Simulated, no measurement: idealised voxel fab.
Module name: voxel transistor to metal (process module)
Shown is cross-section cut, with a width of 150 nm and square cells of size 5 nm.
Cross-section = grid of square cells, listed top down in bands; band = one or more rows. Band: top height; bottom height; in nm. Then, left to right: material with width in nm, for each material. "full width": a single material spanning edge to edge. "air": empty space. Ref level 0: as-received wafer is one material below here. Bottom band extends down with no lower bound ("0 nm and below"). Width "30..40": first value at the band's top row of cells, second value at its bottom row, equal change from row to row. "remains unaltered" means the step left every cell of the cross-section as it was. Basically, "Enclosed voids" tells you about the enclosed voids: empty spaces with no open way to the top, 8 cells or bigger, each written width x height at distance, where distance is from the left edge, all in nm. Note: text after step settings on the step line = simulator remark on that step. The "overlay nm" setting may appear on a step's line; for a step that uses a mask, it gives how far to the right of its planned position the mask lay, and a negative value indicates the left.

Process steps - plan:
1. RECEIVE [material Si]
2. OXIDIZE [depth nm 5]
3. CONFORMAL_DEP [material SiN] [thk nm 10]
4. MASKED_ETCH [tone cover] [mask id ACTIVE] [width nm 115] [etch materials SiN] [depth nm 10] [overlay nm 0]
5. MASKED_ETCH [tone cover] [mask id ACTIVE] [width nm 115] [etch materials SiO2] [depth nm 5] [overlay nm 0]
6. MASKED_ETCH [tone cover] [mask id ACTIVE] [width nm 115] [etch materials Si] [depth nm 20] [overlay nm 0]
7. FILL_DEP [material SiO2] [thk nm 15]
8. CMP [height nm 10]
9. SELECTIVE_ETCH [etch materials SiO2] [depth nm 5]
10. STRIP [etch materials SiN]
11. SELECTIVE_ETCH [etch materials SiO2] [depth nm 5]
12. OXIDIZE [depth nm 5]
13. DIRECTIONAL_DEP [material polySi] [thk nm 30]
14. DIRECTIONAL_DEP [material SiCN] [thk nm 15]
15. MASKED_ETCH [tone cover] [mask id GATE] [width nm 35] [etch materials SiCN] [depth nm 25] [overlay nm 0]
16. MASKED_ETCH [tone cover] [mask id GATE] [width nm 35] [etch materials polySi] [depth nm 40] [overlay nm 0]
17. CONFORMAL_DEP [material SiN] [thk nm 5]
18. DIRECTIONAL_ETCH [etch materials SiN] [depth nm 5]
19. DIRECTIONAL_ETCH [etch materials SiO2] [depth nm 5]
20. DIRECTIONAL_ETCH [etch materials Si] [depth nm 5]
21. EPI [material nSi] [thk nm 5]
22. FILL_DEP [material SiO2] [thk nm 10]
23. CMP [height nm 25]
24. STRIP [etch materials polySi]
25. SELECTIVE_ETCH [etch materials SiO2] [depth nm 5]
26. CONFORMAL_DEP [material HfO2] [thk nm 5]
27. CONFORMAL_DEP [material TiN] [thk nm 5]
28. FILL_DEP [material W] [thk nm 5]
29. CMP [height nm 20]
30. DIRECTIONAL_DEP [material SiO2] [thk nm 15]
31. DIRECTIONAL_DEP [material aC] [thk nm 15]
32. PATTERN [tone open] [mask id CONTACT] [material resist] [width nm 15] [pitch nm 80] [thk nm 30] [overlay nm 0]
33. DIRECTIONAL_ETCH [etch materials aC] [depth nm 15]
34. STRIP [etch materials resist]
35. DIRECTIONAL_ETCH [etch materials SiO2] [depth nm 45]
36. STRIP [etch materials aC]
37. CONFORMAL_DEP [material TiN] [thk nm 5]
38. FILL_DEP [material W] [thk nm 10]
39. CMP [height nm 35]
40. DIRECTIONAL_DEP [material TiN] [thk nm 5]
41. DIRECTIONAL_DEP [material Ru] [thk nm 25]
42. PATTERN [tone cover] [mask id METAL_1] [material resist] [width nm 15] [pitch nm 80] [thk nm 15] [overlay nm 0]
43. DIRECTIONAL_ETCH [etch materials Ru] [depth nm 25]
44. DIRECTIONAL_ETCH [etch materials TiN] [depth nm 5]
45. STRIP [etch materials resist]
46. FILL_DEP [material lowk] [thk nm 10]
47. CMP [height nm 65]
48. CONFORMAL_DEP [material SiN] [thk nm 5]

So, the first of our two wafers, run just as we planned it:

This is the cross-section of the wafer as we received it, i.e. after step 1:
- 0 nm and below  Si full width
- Enclosed voids: none

Upon completion of step 2, the wafer appears in cross-section as shown:
- 0 nm to -5 nm  SiO2 full width
- Note: structure below -5 unchanged.

Upon completion of step 3, the wafer appears in cross-section as shown:
- 10 nm to 0 nm  SiN full width
- Note: structure below 0 unchanged.

Upon completion of step 4, the wafer appears in cross-section as shown:
- 10 nm to 0 nm  15 nm air, then 115 nm SiN, then 20 nm air
- Note: structure below 0 unchanged.

Upon completion of step 5, the wafer appears in cross-section as shown:
- 10 nm to 0 nm  15 nm air, then 115 nm SiN, then 20 nm air
- 0 nm to -5 nm  15 nm air, then 115 nm SiO2, then 20 nm air
- Note: structure below -5 unchanged.

Upon completion of step 6, the wafer appears in cross-section as shown:
- 10 nm to 0 nm  15 nm air, then 115 nm SiN, then 20 nm air
- 0 nm to -5 nm  15 nm air, then 115 nm SiO2, then 20 nm air
- -5 nm to -25 nm  15 nm air, then 115 nm Si, then 20 nm air
- Note: structure below -25 unchanged.

Upon completion of step 7, the wafer appears in cross-section as shown:
- 25 nm to 10 nm  SiO2 full width
- 10 nm to 0 nm  15 nm SiO2, then 115 nm SiN, then 20 nm SiO2
- 0 nm to -5 nm  SiO2 full width
- -5 nm to -25 nm  15 nm SiO2, then 115 nm Si, then 20 nm SiO2
- Note: structure below -25 unchanged.

Upon completion of step 8, the wafer appears in cross-section as shown:
- 10 nm to 0 nm  15 nm SiO2, then 115 nm SiN, then 20 nm SiO2
- Note: structure below 0 unchanged.

Upon completion of step 9, the wafer appears in cross-section as shown:
- 10 nm to 5 nm  15 nm air, then 115 nm SiN, then 20 nm air
- Note: structure below 5 unchanged.

Upon completion of step 10, the wafer appears in cross-section as shown:
- 5 nm to 0 nm  15 nm SiO2, then 115 nm air, then 20 nm SiO2
- Note: structure below 0 unchanged.

Upon completion of step 11, the wafer appears in cross-section as shown:
- 0 nm to -5 nm  10 nm SiO2, then 125 nm air, then 15 nm SiO2
- Note: structure below -5 unchanged.

Upon completion of step 12, the wafer appears in cross-section as shown:
- 0 nm to -5 nm  10 nm SiO2, then 125 nm air, then 15 nm SiO2
- -5 nm to -10 nm  SiO2 full width
- Note: structure below -10 unchanged.

Upon completion of step 13, the wafer appears in cross-section as shown:
- 30 nm to 25 nm  10 nm polySi, then 125 nm air, then 15 nm polySi
- 25 nm to 0 nm  polySi full width
- 0 nm to -5 nm  10 nm SiO2, then 125 nm polySi, then 15 nm SiO2
- Note: structure below -5 unchanged.

Upon completion of step 14, the wafer appears in cross-section as shown:
- 45 nm to 40 nm  10 nm SiCN, then 125 nm air, then 15 nm SiCN
- 40 nm to 30 nm  SiCN full width
- 30 nm to 25 nm  10 nm polySi, then 125 nm SiCN, then 15 nm polySi
- Note: structure below 25 unchanged.

Upon completion of step 15, the wafer appears in cross-section as shown:
- 40 nm to 30 nm  55 nm air, then 35 nm SiCN, then 60 nm air
- 30 nm to 25 nm  10 nm polySi, then 45 nm air, then 35 nm SiCN, then 45 nm air, then 15 nm polySi
- Note: structure below 25 unchanged.

Upon completion of step 16, the wafer appears in cross-section as shown:
- 40 nm to 25 nm  55 nm air, then 35 nm SiCN, then 60 nm air
- 25 nm to 0 nm  55 nm air, then 35 nm polySi, then 60 nm air
- 0 nm to -5 nm  10 nm SiO2, then 45 nm air, then 35 nm polySi, then 45 nm air, then 15 nm SiO2
- Note: structure below -5 unchanged.

Upon completion of step 17, the wafer appears in cross-section as shown:
- 45 nm to 40 nm  50 nm air, then 45 nm SiN, then 55 nm air
- 40 nm to 25 nm  50 nm air, then 5 nm SiN, then 35 nm SiCN, then 5 nm SiN, then 55 nm air
- 25 nm to 5 nm  50 nm air, then 5 nm SiN, then 35 nm polySi, then 5 nm SiN, then 55 nm air
- 5 nm to 0 nm  15 nm SiN, then 35 nm air, then 5 nm SiN, then 35 nm polySi, then 5 nm SiN, then 35 nm air, then 20 nm SiN
- 0 nm to -5 nm  10 nm SiO2, then 45 nm SiN, then 35 nm polySi, then 45 nm SiN, then 15 nm SiO2
- Note: structure below -5 unchanged.

Upon completion of step 18, the wafer appears in cross-section as shown:
- 40 nm to 25 nm  50 nm air, then 5 nm SiN, then 35 nm SiCN, then 5 nm SiN, then 55 nm air
- 25 nm to 0 nm  50 nm air, then 5 nm SiN, then 35 nm polySi, then 5 nm SiN, then 55 nm air
- 0 nm to -5 nm  10 nm SiO2, then 5 nm SiN, then 35 nm air, then 5 nm SiN, then 35 nm polySi, then 5 nm SiN, then 35 nm air, then 5 nm SiN, then 15 nm SiO2
- Note: structure below -5 unchanged.

Upon completion of step 19, the wafer appears in cross-section as shown:
- 40 nm to 25 nm  50 nm air, then 5 nm SiN, then 35 nm SiCN, then 5 nm SiN, then 55 nm air
- 25 nm to 0 nm  50 nm air, then 5 nm SiN, then 35 nm polySi, then 5 nm SiN, then 55 nm air
- 0 nm to -5 nm  10 nm air, then 5 nm SiN, then 35 nm air, then 5 nm SiN, then 35 nm polySi, then 5 nm SiN, then 35 nm air, then 5 nm SiN, then 15 nm air
- -5 nm to -10 nm  15 nm SiO2, then 35 nm air, then 45 nm SiO2, then 35 nm air, then 20 nm SiO2
- Note: structure below -10 unchanged.

Upon completion of step 20, the wafer appears in cross-section as shown:
- 40 nm to 25 nm  50 nm air, then 5 nm SiN, then 35 nm SiCN, then 5 nm SiN, then 55 nm air
- 25 nm to 0 nm  50 nm air, then 5 nm SiN, then 35 nm polySi, then 5 nm SiN, then 55 nm air
- 0 nm to -5 nm  10 nm air, then 5 nm SiN, then 35 nm air, then 5 nm SiN, then 35 nm polySi, then 5 nm SiN, then 35 nm air, then 5 nm SiN, then 15 nm air
- -5 nm to -10 nm  15 nm SiO2, then 35 nm air, then 45 nm SiO2, then 35 nm air, then 20 nm SiO2
- -10 nm to -15 nm  15 nm SiO2, then 35 nm air, then 45 nm Si, then 35 nm air, then 20 nm SiO2
- Note: structure below -15 unchanged.

Upon completion of step 21, the wafer appears in cross-section as shown:
- 40 nm to 25 nm  50 nm air, then 5 nm SiN, then 35 nm SiCN, then 5 nm SiN, then 55 nm air
- 25 nm to 0 nm  50 nm air, then 5 nm SiN, then 35 nm polySi, then 5 nm SiN, then 55 nm air
- 0 nm to -5 nm  10 nm air, then 5 nm SiN, then 35 nm air, then 5 nm SiN, then 35 nm polySi, then 5 nm SiN, then 35 nm air, then 5 nm SiN, then 15 nm air
- -5 nm to -10 nm  15 nm SiO2, then 30 nm air, then 5 nm nSi, then 45 nm SiO2, then 5 nm nSi, then 30 nm air, then 20 nm SiO2
- -10 nm to -15 nm  15 nm SiO2, then 35 nm nSi, then 45 nm Si, then 35 nm nSi, then 20 nm SiO2
- Note: structure below -15 unchanged.

Upon completion of step 22, the wafer appears in cross-section as shown:
- 50 nm to 40 nm  SiO2 full width
- 40 nm to 25 nm  50 nm SiO2, then 5 nm SiN, then 35 nm SiCN, then 5 nm SiN, then 55 nm SiO2
- 25 nm to 0 nm  50 nm SiO2, then 5 nm SiN, then 35 nm polySi, then 5 nm SiN, then 55 nm SiO2
- 0 nm to -5 nm  10 nm SiO2, then 5 nm SiN, then 35 nm SiO2, then 5 nm SiN, then 35 nm polySi, then 5 nm SiN, then 35 nm SiO2, then 5 nm SiN, then 15 nm SiO2
- -5 nm to -10 nm  45 nm SiO2, then 5 nm nSi, then 45 nm SiO2, then 5 nm nSi, then 50 nm SiO2
- Note: structure below -10 unchanged.

Upon completion of step 23, the wafer appears in cross-section as shown:
- 25 nm to 0 nm  50 nm SiO2, then 5 nm SiN, then 35 nm polySi, then 5 nm SiN, then 55 nm SiO2
- Note: structure below 0 unchanged.

Upon completion of step 24, the wafer appears in cross-section as shown:
- 25 nm to 0 nm  50 nm SiO2, then 5 nm SiN, then 35 nm air, then 5 nm SiN, then 55 nm SiO2
- 0 nm to -5 nm  10 nm SiO2, then 5 nm SiN, then 35 nm SiO2, then 5 nm SiN, then 35 nm air, then 5 nm SiN, then 35 nm SiO2, then 5 nm SiN, then 15 nm SiO2
- Note: structure below -5 unchanged.

Upon completion of step 25, the wafer appears in cross-section as shown:
- 25 nm to 20 nm  50 nm air, then 5 nm SiN, then 35 nm air, then 5 nm SiN, then 55 nm air
- 20 nm to 0 nm  50 nm SiO2, then 5 nm SiN, then 35 nm air, then 5 nm SiN, then 55 nm SiO2
- 0 nm to -5 nm  10 nm SiO2, then 5 nm SiN, then 35 nm SiO2, then 5 nm SiN, then 35 nm air, then 5 nm SiN, then 35 nm SiO2, then 5 nm SiN, then 15 nm SiO2
- -5 nm to -10 nm  45 nm SiO2, then 5 nm nSi, then 45 nm air, then 5 nm nSi, then 50 nm SiO2
- Note: structure below -10 unchanged.

Upon completion of step 26, the wafer appears in cross-section as shown:
- 30 nm to 25 nm  45 nm air, then 15 nm HfO2, then 25 nm air, then 15 nm HfO2, then 50 nm air
- 25 nm to 20 nm  50 nm HfO2, then 5 nm SiN, then 5 nm HfO2, then 25 nm air, then 5 nm HfO2, then 5 nm SiN, then 55 nm HfO2
- 20 nm to 0 nm  50 nm SiO2, then 5 nm SiN, then 5 nm HfO2, then 25 nm air, then 5 nm HfO2, then 5 nm SiN, then 55 nm SiO2
- 0 nm to -5 nm  10 nm SiO2, then 5 nm SiN, then 35 nm SiO2, then 5 nm SiN, then 5 nm HfO2, then 25 nm air, then 5 nm HfO2, then 5 nm SiN, then 35 nm SiO2, then 5 nm SiN, then 15 nm SiO2
- -5 nm to -10 nm  45 nm SiO2, then 5 nm nSi, then 45 nm HfO2, then 5 nm nSi, then 50 nm SiO2
- Note: structure below -10 unchanged.

Upon completion of step 27, the wafer appears in cross-section as shown:
- 35 nm to 30 nm  40 nm air, then 25 nm TiN, then 15 nm air, then 25 nm TiN, then 45 nm air
- 30 nm to 25 nm  45 nm TiN, then 15 nm HfO2, then 5 nm TiN, then 15 nm air, then 5 nm TiN, then 15 nm HfO2, then 50 nm TiN
- 25 nm to 20 nm  50 nm HfO2, then 5 nm SiN, then 5 nm HfO2, then 5 nm TiN, then 15 nm air, then 5 nm TiN, then 5 nm HfO2, then 5 nm SiN, then 55 nm HfO2
- 20 nm to 0 nm  50 nm SiO2, then 5 nm SiN, then 5 nm HfO2, then 5 nm TiN, then 15 nm air, then 5 nm TiN, then 5 nm HfO2, then 5 nm SiN, then 55 nm SiO2
- 0 nm to -5 nm  10 nm SiO2, then 5 nm SiN, then 35 nm SiO2, then 5 nm SiN, then 5 nm HfO2, then 25 nm TiN, then 5 nm HfO2, then 5 nm SiN, then 35 nm SiO2, then 5 nm SiN, then 15 nm SiO2
- Note: structure below -5 unchanged.

Upon completion of step 28, the wafer appears in cross-section as shown:
- 40 nm to 35 nm  W full width
- 35 nm to 30 nm  40 nm W, then 25 nm TiN, then 15 nm W, then 25 nm TiN, then 45 nm W
- 30 nm to 25 nm  45 nm TiN, then 15 nm HfO2, then 5 nm TiN, then 15 nm W, then 5 nm TiN, then 15 nm HfO2, then 50 nm TiN
- 25 nm to 20 nm  50 nm HfO2, then 5 nm SiN, then 5 nm HfO2, then 5 nm TiN, then 15 nm W, then 5 nm TiN, then 5 nm HfO2, then 5 nm SiN, then 55 nm HfO2
- 20 nm to 0 nm  50 nm SiO2, then 5 nm SiN, then 5 nm HfO2, then 5 nm TiN, then 15 nm W, then 5 nm TiN, then 5 nm HfO2, then 5 nm SiN, then 55 nm SiO2
- Note: structure below 0 unchanged.

Upon completion of step 29, the wafer appears in cross-section as shown:
- 20 nm to 0 nm  50 nm SiO2, then 5 nm SiN, then 5 nm HfO2, then 5 nm TiN, then 15 nm W, then 5 nm TiN, then 5 nm HfO2, then 5 nm SiN, then 55 nm SiO2
- Note: structure below 0 unchanged.

Upon completion of step 30, the wafer appears in cross-section as shown:
- 35 nm to 20 nm  SiO2 full width
- Note: structure below 20 unchanged.

Upon completion of step 31, the wafer appears in cross-section as shown:
- 50 nm to 35 nm  aC full width
- Note: structure below 35 unchanged.

Upon completion of step 32, the wafer appears in cross-section as shown:
- 80 nm to 50 nm  25 nm resist, then 15 nm air, then 65 nm resist, then 15 nm air, then 30 nm resist
- Note: structure below 50 unchanged.

Upon completion of step 33, the wafer appears in cross-section as shown:
- 65 nm to 50 nm  25 nm resist, then 15 nm air, then 65 nm resist, then 15 nm air, then 30 nm resist
- 50 nm to 35 nm  25 nm aC, then 15 nm air, then 65 nm aC, then 15 nm air, then 30 nm aC
- Note: structure below 35 unchanged.

Upon completion of step 34, the wafer appears in cross-section as shown:
- 50 nm to 35 nm  25 nm aC, then 15 nm air, then 65 nm aC, then 15 nm air, then 30 nm aC
- Note: structure below 35 unchanged.

Upon completion of step 35, the wafer appears in cross-section as shown:
- 50 nm to 35 nm  25 nm aC, then 15 nm air, then 65 nm aC, then 15 nm air, then 30 nm aC
- 35 nm to 20 nm  25 nm SiO2, then 15 nm air, then 65 nm SiO2, then 15 nm air, then 30 nm SiO2
- 20 nm to 0 nm  25 nm SiO2, then 15 nm air, then 10 nm SiO2, then 5 nm SiN, then 5 nm HfO2, then 5 nm TiN, then 15 nm W, then 5 nm TiN, then 5 nm HfO2, then 5 nm SiN, then 10 nm SiO2, then 15 nm air, then 30 nm SiO2
- 0 nm to -5 nm  10 nm SiO2, then 5 nm SiN, then 10 nm SiO2, then 15 nm air, then 10 nm SiO2, then 5 nm SiN, then 5 nm HfO2, then 25 nm TiN, then 5 nm HfO2, then 5 nm SiN, then 10 nm SiO2, then 15 nm air, then 10 nm SiO2, then 5 nm SiN, then 15 nm SiO2
- -5 nm to -10 nm  25 nm SiO2, then 15 nm air, then 5 nm SiO2, then 5 nm nSi, then 45 nm HfO2, then 5 nm nSi, then 5 nm SiO2, then 15 nm air, then 30 nm SiO2
- Note: structure below -10 unchanged.

Upon completion of step 36, the wafer appears in cross-section as shown:
- 35 nm to 20 nm  25 nm SiO2, then 15 nm air, then 65 nm SiO2, then 15 nm air, then 30 nm SiO2
- Note: structure below 20 unchanged.

Upon completion of step 37, the wafer appears in cross-section as shown:
- 40 nm to 35 nm  30 nm TiN, then 5 nm air, then 75 nm TiN, then 5 nm air, then 35 nm TiN
- 35 nm to 20 nm  25 nm SiO2, then 5 nm TiN, then 5 nm air, then 5 nm TiN, then 65 nm SiO2, then 5 nm TiN, then 5 nm air, then 5 nm TiN, then 30 nm SiO2
- 20 nm to 0 nm  25 nm SiO2, then 5 nm TiN, then 5 nm air, then 5 nm TiN, then 10 nm SiO2, then 5 nm SiN, then 5 nm HfO2, then 5 nm TiN, then 15 nm W, then 5 nm TiN, then 5 nm HfO2, then 5 nm SiN, then 10 nm SiO2, then 5 nm TiN, then 5 nm air, then 5 nm TiN, then 30 nm SiO2
- 0 nm to -5 nm  10 nm SiO2, then 5 nm SiN, then 10 nm SiO2, then 5 nm TiN, then 5 nm air, then 5 nm TiN, then 10 nm SiO2, then 5 nm SiN, then 5 nm HfO2, then 25 nm TiN, then 5 nm HfO2, then 5 nm SiN, then 10 nm SiO2, then 5 nm TiN, then 5 nm air, then 5 nm TiN, then 10 nm SiO2, then 5 nm SiN, then 15 nm SiO2
- -5 nm to -10 nm  25 nm SiO2, then 15 nm TiN, then 5 nm SiO2, then 5 nm nSi, then 45 nm HfO2, then 5 nm nSi, then 5 nm SiO2, then 15 nm TiN, then 30 nm SiO2
- Note: structure below -10 unchanged.

Upon completion of step 38, the wafer appears in cross-section as shown:
- 50 nm to 40 nm  W full width
- 40 nm to 35 nm  30 nm TiN, then 5 nm W, then 75 nm TiN, then 5 nm W, then 35 nm TiN
- 35 nm to 20 nm  25 nm SiO2, then 5 nm TiN, then 5 nm W, then 5 nm TiN, then 65 nm SiO2, then 5 nm TiN, then 5 nm W, then 5 nm TiN, then 30 nm SiO2
- 20 nm to 0 nm  25 nm SiO2, then 5 nm TiN, then 5 nm W, then 5 nm TiN, then 10 nm SiO2, then 5 nm SiN, then 5 nm HfO2, then 5 nm TiN, then 15 nm W, then 5 nm TiN, then 5 nm HfO2, then 5 nm SiN, then 10 nm SiO2, then 5 nm TiN, then 5 nm W, then 5 nm TiN, then 30 nm SiO2
- 0 nm to -5 nm  10 nm SiO2, then 5 nm SiN, then 10 nm SiO2, then 5 nm TiN, then 5 nm W, then 5 nm TiN, then 10 nm SiO2, then 5 nm SiN, then 5 nm HfO2, then 25 nm TiN, then 5 nm HfO2, then 5 nm SiN, then 10 nm SiO2, then 5 nm TiN, then 5 nm W, then 5 nm TiN, then 10 nm SiO2, then 5 nm SiN, then 15 nm SiO2
- Note: structure below -5 unchanged.

Upon completion of step 39, the wafer appears in cross-section as shown:
- 35 nm to 20 nm  25 nm SiO2, then 5 nm TiN, then 5 nm W, then 5 nm TiN, then 65 nm SiO2, then 5 nm TiN, then 5 nm W, then 5 nm TiN, then 30 nm SiO2
- Note: structure below 20 unchanged.

Upon completion of step 40, the wafer appears in cross-section as shown:
- 40 nm to 35 nm  TiN full width
- Note: structure below 35 unchanged.

Upon completion of step 41, the wafer appears in cross-section as shown:
- 65 nm to 40 nm  Ru full width
- Note: structure below 40 unchanged.

Upon completion of step 42, the wafer appears in cross-section as shown:
- 80 nm to 65 nm  25 nm air, then 15 nm resist, then 65 nm air, then 15 nm resist, then 30 nm air
- Note: structure below 65 unchanged.

Upon completion of step 43, the wafer appears in cross-section as shown:
- 80 nm to 65 nm  25 nm air, then 15 nm resist, then 65 nm air, then 15 nm resist, then 30 nm air
- 65 nm to 40 nm  25 nm air, then 15 nm Ru, then 65 nm air, then 15 nm Ru, then 30 nm air
- Note: structure below 40 unchanged.

Upon completion of step 44, the wafer appears in cross-section as shown:
- 80 nm to 65 nm  25 nm air, then 15 nm resist, then 65 nm air, then 15 nm resist, then 30 nm air
- 65 nm to 40 nm  25 nm air, then 15 nm Ru, then 65 nm air, then 15 nm Ru, then 30 nm air
- 40 nm to 35 nm  25 nm air, then 15 nm TiN, then 65 nm air, then 15 nm TiN, then 30 nm air
- Note: structure below 35 unchanged.

Upon completion of step 45, the wafer appears in cross-section as shown:
- 65 nm to 40 nm  25 nm air, then 15 nm Ru, then 65 nm air, then 15 nm Ru, then 30 nm air
- Note: structure below 40 unchanged.

Upon completion of step 46, the wafer appears in cross-section as shown:
- 75 nm to 65 nm  lowk full width
- 65 nm to 40 nm  25 nm lowk, then 15 nm Ru, then 65 nm lowk, then 15 nm Ru, then 30 nm lowk
- 40 nm to 35 nm  25 nm lowk, then 15 nm TiN, then 65 nm lowk, then 15 nm TiN, then 30 nm lowk
- Note: structure below 35 unchanged.

Upon completion of step 47, the wafer appears in cross-section as shown:
- 65 nm to 40 nm  25 nm lowk, then 15 nm Ru, then 65 nm lowk, then 15 nm Ru, then 30 nm lowk
- Note: structure below 40 unchanged.

Upon completion of step 48, the wafer appears in cross-section as shown:
- 70 nm to 65 nm  SiN full width
- Note: structure below 65 unchanged.

Second wafer: same start and same plan as the first, one execution error; identical to the first through step 40:

Second wafer: cross-section at the scheduled end of step 41:
- 65 nm to 35 nm  TiN full width
- Note: structure below 35 unchanged.

Second wafer: cross-section at the scheduled end of step 42:
- 80 nm to 65 nm  25 nm air, then 15 nm resist, then 65 nm air, then 15 nm resist, then 30 nm air
- Note: structure below 65 unchanged.

Second wafer: cross-section at the scheduled end of step 43: remains unaltered

Second wafer: cross-section at the scheduled end of step 44:
- 80 nm to 65 nm  25 nm air, then 15 nm resist, then 65 nm air, then 15 nm resist, then 30 nm air
- 65 nm to 60 nm  25 nm air, then 15 nm TiN, then 65 nm air, then 15 nm TiN, then 30 nm air
- Note: structure below 60 unchanged.

Second wafer: cross-section at the scheduled end of step 45:
- 65 nm to 60 nm  25 nm air, then 15 nm TiN, then 65 nm air, then 15 nm TiN, then 30 nm air
- Note: structure below 60 unchanged.

Second wafer: cross-section at the scheduled end of step 46:
- 75 nm to 65 nm  lowk full width
- 65 nm to 60 nm  25 nm lowk, then 15 nm TiN, then 65 nm lowk, then 15 nm TiN, then 30 nm lowk
- Note: structure below 60 unchanged.

Second wafer: cross-section at the scheduled end of step 47:
- 65 nm to 60 nm  25 nm lowk, then 15 nm TiN, then 65 nm lowk, then 15 nm TiN, then 30 nm lowk
- Note: structure below 60 unchanged.

Second wafer: cross-section at the scheduled end of step 48:
- 70 nm to 65 nm  SiN full width
- Note: structure below 65 unchanged.
The plan and the run diverged here: so step 41 ended up running with a different setting than we planned, it ran as DIRECTIONAL_DEP [material TiN] [thk nm 25]
Looking at both finished wafers in cells, the second ends up ahead of or behind the first on some materials: Ru -30, TiN +150, lowk -120
